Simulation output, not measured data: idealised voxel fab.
process module | voxel transistor to metal
cross-section cut | 300 nm wide | cells 5 nm
A cross-section is a grid of square cells, given in bands from the top down. A band is one or more rows of cells.
Each band's line starts with the height of the band's top and of its bottom, in nm. Then come its materials from left to right, each with its width in nm. One material with "throughout" fills the band from edge to edge. "air" is empty space.
Height 0 is the level under which the wafer as received is all one material. The lowest band goes on downwards, as in "0 down".
A width such as "30 to 40" changes by the same amount from each row of cells to the next, from the band's top row to its bottom row.
"no change" after a step means that no cell of the cross-section changed.
closed voids: empty space of 8 cells or more with no open way to the top, each as width x height at its distance from the left edge, in nm
after a step's settings: what the simulator itself notes on the step
overlay nm, on a step with a mask: how far to the right of its planned place the mask lay; to the left if negative
plan
1 op RECEIVE | material Si
2 op CONFORMAL_DEP | material SiO2 | thk nm 5
3 op CONFORMAL_DEP | material SiN | thk nm 10
4 op PATTERN | tone cover | mask id ACTIVE | material resist | width nm 100 | pitch nm 125 | thk nm 20 | overlay nm 0
5 op DIRECTIONAL_ETCH | etch materials SiN | depth nm 10
6 op DIRECTIONAL_ETCH | etch materials SiO2 | depth nm 5
7 op DIRECTIONAL_ETCH | etch materials Si | depth nm 20
8 op STRIP | etch materials resist
9 op FILL_DEP | material SiO2 | thk nm 5
10 op CMP | height nm 15
11 op SELECTIVE_ETCH | etch materials SiO2 | depth nm 5
12 op STRIP | etch materials SiN
13 op SELECTIVE_ETCH | etch materials SiO2 | depth nm 5
14 op OXIDIZE | depth nm 5
15 op DIRECTIONAL_DEP | material polySi | thk nm 25
16 op DIRECTIONAL_DEP | material SiCN | thk nm 10
17 op PATTERN | tone cover | mask id GATE | material resist | width nm 20 | pitch nm 125 | thk nm 20 | overlay nm 0
18 op DIRECTIONAL_ETCH | etch materials SiCN | depth nm 20
19 op DIRECTIONAL_ETCH | etch materials polySi | depth nm 35
20 op STRIP | etch materials resist
21 op CONFORMAL_DEP | material SiN | thk nm 10
22 op DIRECTIONAL_ETCH | etch materials SiN | depth nm 10
23 op DIRECTIONAL_ETCH | etch materials SiO2 | depth nm 5
24 op EPI | material nSi | thk nm 5
25 op FILL_DEP | material SiO2 | thk nm 5
26 op CMP | height nm 35
27 op DIRECTIONAL_DEP | material SiO2 | thk nm 10
28 op PATTERN | tone open | mask id CONTACT | material resist | width nm 25 | thk nm 20 | overlay nm 0
29 op DIRECTIONAL_ETCH | etch materials SiO2 | depth nm 45
30 op STRIP | etch materials resist
31 op CONFORMAL_DEP | material TiN | thk nm 5
32 op FILL_DEP | material W | thk nm 5
33 op CMP | height nm 45
34 op DIRECTIONAL_DEP | material TiN | thk nm 5
35 op DIRECTIONAL_DEP | material Ru | thk nm 25
36 op MASKED_ETCH | tone cover | mask id METAL_1 | width nm 15 | etch materials Ru | depth nm 25 | overlay nm 0
37 op MASKED_ETCH | tone cover | mask id METAL_1 | width nm 15 | etch materials TiN | depth nm 5 | overlay nm 0
38 op FILL_DEP | material SiO2 | thk nm 5
39 op CMP | height nm 75
40 op CONFORMAL_DEP | material SiN | thk nm 5
as received, after step 1
  0 down: Si throughout
  closed voids: none
a wafer at the end: this start, this plan, one mistake
  80 to 75: SiN throughout
  75 to 50: SiO2 45 | Ru 15 | SiO2 50 | Ru 15 | SiO2 45 | Ru 15 | SiO2 50 | Ru 15 | SiO2 50
  50 to 45: SiO2 45 | TiN 15 | SiO2 50 | TiN 15 | SiO2 45 | TiN 15 | SiO2 50 | TiN 15 | SiO2 50
  45 to 35: SiO2 45 | TiN 5 | W 15 to 10 | TiN 5 to 10 | SiO2 30 | TiN 5 to 10 | W 15 to 10 | TiN 5 | SiO2 45 | TiN 5 | W 15 to 10 | TiN 5 to 10 | SiO2 30 | TiN 5 to 10 | W 15 to 10 | TiN 5 | SiO2 50
  35 to 25: SiO2 45 | TiN 5 | W 10 | TiN 5 | SiN 10 | SiCN 20 | SiN 10 | TiN 5 | W 10 | TiN 5 | SiO2 45 | TiN 5 | W 10 | TiN 5 | SiN 10 | SiCN 20 | SiN 10 | TiN 5 | W 10 | TiN 5 | SiO2 50
  25 to 5: SiO2 45 | TiN 5 | W 10 | TiN 5 | SiN 10 | polySi 20 | SiN 10 | TiN 5 | W 10 | TiN 5 | SiO2 45 | TiN 5 | W 10 | TiN 5 | SiN 10 | polySi 20 | SiN 10 | TiN 5 | W 10 | TiN 5 | SiO2 50
  5 to 0: SiO2 30 | SiN 10 | SiO2 5 | TiN 20 | SiN 10 | polySi 20 | SiN 10 | TiN 20 | SiO2 5 | SiN 10 | SiO2 15 | SiN 10 | SiO2 5 | TiN 20 | SiN 10 | polySi 20 | SiN 10 | TiN 20 | SiO2 5 | SiN 10 | SiO2 35
  0 to -5: SiO2 30 | SiN 5 | SiO2 5 | nSi 25 | SiO2 40 | nSi 25 | SiO2 5 | SiN 5 | SiO2 15 | SiN 5 | SiO2 5 | nSi 25 | SiO2 40 | nSi 25 | SiO2 5 | SiN 5 | SiO2 35
  -5 to -10: SiO2 40 | Si 90 | SiO2 35 | Si 90 | SiO2 45
  -10 to -20: SiO2 35 | Si 100 | SiO2 25 | Si 100 | SiO2 40
  -20 down: Si throughout
  closed voids: none
what went wrong: step 2 was left out
